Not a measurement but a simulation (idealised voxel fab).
process module | voxel fin reveal
cross-section cut | 295 nm wide | cells 5 nm
A cross-section is a grid of square cells, given in bands from the top down. A band is one or more rows of cells.
Each band's line starts with the height of the band's top and of its bottom, in nm. Then come its materials from left to right, each with its width in nm. One material with "throughout" fills the band from edge to edge. "air" is empty space.
Height 0 is the level under which the wafer as received is all one material. The lowest band goes on downwards, as in "0 down".
A width such as "30 to 40" changes by the same amount from each row of cells to the next, from the band's top row to its bottom row.
"no change" after a step means that no cell of the cross-section changed.
closed voids: empty space of 8 cells or more with no open way to the top, each as width x height at its distance from the left edge, in nm
after a step's settings: what the simulator itself notes on the step
overlay nm, on a step with a mask: how far to the right of its planned place the mask lay; to the left if negative
plan
1 op RECEIVE | material Si
2 op CONFORMAL_DEP | material SiN | thk nm 10
3 op MASKED_ETCH | tone cover | mask id FINS | width nm 15 | pitch nm 40 | etch materials SiN | depth nm 10 | overlay nm 0
4 op MASKED_ETCH | tone cover | mask id FINS | width nm 15 | pitch nm 40 | etch materials Si | depth nm 30 | overlay nm 0
5 op FILL_DEP | material SiO2 | thk nm 5
6 op CMP | height nm 10
7 op SELECTIVE_ETCH | etch materials SiO2 | depth nm 30
8 op STRIP | etch materials SiN
9 op CONFORMAL_DEP | material HfO2 | thk nm 5
as received, after step 1
  0 down: Si throughout
  closed voids: none
first wafer at the end, as planned
  5 to 0: air 95 | HfO2 25 | air 15 | HfO2 25 | air 15 | HfO2 25 | air 95
  0 to -15: air 95 | HfO2 5 | Si 15 | HfO2 5 | air 15 | HfO2 5 | Si 15 | HfO2 5 | air 15 | HfO2 5 | Si 15 | HfO2 5 | air 95
  -15 to -20: HfO2 100 | Si 15 | HfO2 25 | Si 15 | HfO2 25 | Si 15 | HfO2 100
  -20 to -30: SiO2 100 | Si 15 | SiO2 25 | Si 15 | SiO2 25 | Si 15 | SiO2 100
  -30 down: Si throughout
  closed voids: none
second wafer at the end: like start, like plan, one mistake
  5 to 0: air 95 | HfO2 25 | air 15 | HfO2 25 | air 15 | HfO2 25 | air 95
  0 to -15: air 95 | HfO2 5 | Si 15 | HfO2 5 | air 15 | HfO2 5 | Si 15 | HfO2 5 | air 15 | HfO2 5 | Si 15 | HfO2 5 | air 95
  -15 to -20: HfO2 100 | Si 15 | HfO2 25 | Si 15 | HfO2 25 | Si 15 | HfO2 100
  -20 to -25: SiO2 100 | Si 15 | SiO2 25 | Si 15 | SiO2 25 | Si 15 | SiO2 100
  -25 down: Si throughout
  closed voids: none
what went wrong: step 4 ran as: op MASKED_ETCH | tone cover | mask id FINS | width nm 15 | pitch nm 40 | etch materials Si | depth nm 25 | overlay nm 0
at the end the second wafer has, in cells: 50 more of Si | 50 fewer of SiO2
